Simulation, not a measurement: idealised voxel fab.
process module | voxel ribs on slabs
cross-section cut | 210 nm wide | cells 5 nm
A cross-section is a grid of square cells, given in bands from the top down. A band is one or more rows of cells.
Each band's line starts with the height of the band's top and of its bottom, in nm. Then come its materials from left to right, each with its width in nm. One material with "throughout" fills the band from edge to edge. "air" is empty space.
Height 0 is the level under which the wafer as received is all one material. The lowest band goes on downwards, as in "0 down".
A width such as "30 to 40" changes by the same amount from each row of cells to the next, from the band's top row to its bottom row.
"no change" after a step means that no cell of the cross-section changed.
closed voids: empty space of 8 cells or more with no open way to the top, each as width x height at its distance from the left edge, in nm
after a step's settings: what the simulator itself notes on the step
overlay nm, on a step with a mask: how far to the right of its planned place the mask lay; to the left if negative
plan
1 op RECEIVE | material Si
2 op DIRECTIONAL_DEP | material SiO2 | thk nm 25
3 op DIRECTIONAL_DEP | material SiN | thk nm 25
4 op MASKED_ETCH | tone cover | mask id RIB | width nm 15 | etch materials SiN | depth nm 10 | overlay nm -15
5 op PATTERN | tone cover | mask id SLAB | material resist | width nm 65 | thk nm 15 | overlay nm 0
6 op DIRECTIONAL_ETCH | etch materials SiN | depth nm 15
7 op STRIP | etch materials resist
8 op FILL_DEP | material SiO2 | thk nm 25
9 op CMP | height nm 70
10 op DIRECTIONAL_DEP | material TiN | thk nm 5
11 op PATTERN | tone cover | mask id HEATER | material resist | width nm 25 | thk nm 20 | overlay nm 0
12 op DIRECTIONAL_ETCH | etch materials TiN | depth nm 5
13 op STRIP | etch materials resist
14 op CONFORMAL_DEP | material SiN | thk nm 10
varied across the wafers: overlay nm of step 4. The plan shows the first wafer's value. All wafers start alike
first wafer as received, after step 1
  0 down: Si throughout
  closed voids: none
first wafer at the end, after step 14
  85 to 80: air 80 | SiN 45 | air 85
  80 to 75: SiN throughout
  75 to 70: SiN 90 | TiN 25 | SiN 95
  70 to 50: SiO2 throughout
  50 to 40: SiO2 80 | SiN 15 | SiO2 115
  40 to 25: SiO2 70 | SiN 65 | SiO2 75
  25 to 0: SiO2 throughout
  0 down: Si throughout
  closed voids: none
last wafer at the end
  85 to 80: air 80 | SiN 45 | air 85
  80 to 75: SiN throughout
  75 to 70: SiN 90 | TiN 25 | SiN 95
  70 to 50: SiO2 throughout
  50 to 40: SiO2 110 | SiN 15 | SiO2 85
  40 to 25: SiO2 70 | SiN 65 | SiO2 75
  25 to 0: SiO2 throughout
  0 down: Si throughout
  closed voids: none
each wafer at the end: cells of each material gained (+) or lost (-) since it was received, then its closed voids
overlay nm -15 | +133 SiN | +543 SiO2 | +5 TiN | closed voids: none
overlay nm -10 | +133 SiN | +543 SiO2 | +5 TiN | closed voids: none
overlay nm -5 | +133 SiN | +543 SiO2 | +5 TiN | closed voids: none
overlay nm 0 | +133 SiN | +543 SiO2 | +5 TiN | closed voids: none
overlay nm 5 | +133 SiN | +543 SiO2 | +5 TiN | closed voids: none
overlay nm 10 | +133 SiN | +543 SiO2 | +5 TiN | closed voids: none
overlay nm 15 | +133 SiN | +543 SiO2 | +5 TiN | closed voids: none
